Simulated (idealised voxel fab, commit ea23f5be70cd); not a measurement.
Process module in this document: voxel ribs on slabs
Cross-section cut: width 140 nm, square cells of 5 nm.
Throughout this document, each cross-section is represented as a grid of square cells and is presented as a sequence of bands enumerated from the top downward, where a band comprises one or more rows of cells.
This entry defines a band. It first specifies the height of the band's top and the height of its bottom in nm, and then specifies the band's materials from left to right, stating each material with its width in nm. The word "all across" identifies a single material that fills the band from edge to edge, while the word "air" identifies empty space.
Heights from 0 (as-received wafer is one material below). Bottom band endless downward, as "0 down".
A width given as "30->40" starts at the first number in the band's top row and ends at the second number in its bottom row, shifting by an equal amount at every step from row to row.
Any step labelled "remained the same" changed none of the cells in the cross-section.
Entry "Trapped voids". Content: empty spaces with no open connection to the top, size 8 cells or greater. Each: width x height at distance. Distance: from left edge. Unit: nm.
Where a step's line continues beyond its settings, the continuation is a remark by the simulator itself on that step.
When a step includes a mask, the "overlay nm" setting on its line states how far to the right of its planned place that mask lay, and negative values state how far to the left.

Here's what the planned process steps look like
1) op RECEIVE | material Si
2) op DIRECTIONAL_DEP | material SiO2 | thk nm 30
3) op DIRECTIONAL_DEP | material polySi | thk nm 15
4) op MASKED_ETCH | tone cover | mask id RIB | width nm 30 | etch materials polySi | depth nm 5 | overlay nm 0
5) op PATTERN | tone cover | mask id SLAB | material resist | width nm 90 | thk nm 15 | overlay nm 0
6) op DIRECTIONAL_ETCH | etch materials polySi | depth nm 10
7) op STRIP | etch materials resist
8) op FILL_DEP | material SiO2 | thk nm 30
9) op CMP | height nm 65
10) op DIRECTIONAL_DEP | material W | thk nm 10
11) op PATTERN | tone cover | mask id HEATER | material resist | width nm 40 | thk nm 15 | overlay nm 0
12) op DIRECTIONAL_ETCH | etch materials W | depth nm 10
13) op STRIP | etch materials resist
14) op CONFORMAL_DEP | material SiO2 | thk nm 10

First wafer of two (run as planned)

This is the cross-section of the wafer as we received it, i.e. after step 1
0 down: Si all across
Trapped voids: none

State of the wafer after step 2, shown in cross-section
30 to 0: SiO2 all across
No changes below 0.

State of the wafer after step 3, shown in cross-section
45 to 30: polySi all across
No changes below 30.

State of the wafer after step 4, shown in cross-section
45 to 40: 55 nm air, then 30 nm polySi, then 55 nm air
No changes below 40.

State of the wafer after step 5, shown in cross-section
60 to 45: 25 nm air, then 90 nm resist, then 25 nm air
45 to 40: 25 nm air, then 30 nm resist, then 30 nm polySi, then 30 nm resist, then 25 nm air
No changes below 40.

State of the wafer after step 6, shown in cross-section
60 to 45: 25 nm air, then 90 nm resist, then 25 nm air
45 to 40: 25 nm air, then 30 nm resist, then 30 nm polySi, then 30 nm resist, then 25 nm air
40 to 30: 25 nm air, then 90 nm polySi, then 25 nm air
No changes below 30.

State of the wafer after step 7, shown in cross-section
45 to 40: 55 nm air, then 30 nm polySi, then 55 nm air
No changes below 40.

State of the wafer after step 8, shown in cross-section
75 to 45: SiO2 all across
45 to 40: 55 nm SiO2, then 30 nm polySi, then 55 nm SiO2
40 to 30: 25 nm SiO2, then 90 nm polySi, then 25 nm SiO2
No changes below 30.

State of the wafer after step 9, shown in cross-section
65 to 45: SiO2 all across
No changes below 45.

State of the wafer after step 10, shown in cross-section
75 to 65: W all across
No changes below 65.

State of the wafer after step 11, shown in cross-section
90 to 75: 50 nm air, then 40 nm resist, then 50 nm air
No changes below 75.

State of the wafer after step 12, shown in cross-section
90 to 75: 50 nm air, then 40 nm resist, then 50 nm air
75 to 65: 50 nm air, then 40 nm W, then 50 nm air
No changes below 65.

State of the wafer after step 13, shown in cross-section
75 to 65: 50 nm air, then 40 nm W, then 50 nm air
No changes below 65.

State of the wafer after step 14, shown in cross-section
85 to 75: 40 nm air, then 60 nm SiO2, then 40 nm air
75 to 65: 50 nm SiO2, then 40 nm W, then 50 nm SiO2
No changes below 65.

Second wafer - shared start and plan with the first - one error in running - same as the first up to step 13 inclusive

Cross-section of the second wafer at the time step 14 of the plan should have ended: remained the same
Misprocessing identified: step 14 of the plan got skipped, so it never ran
Upon completion, the second wafer contains, in terms of cells, a greater or smaller amount of certain materials than the first wafer: 64 fewer of SiO2
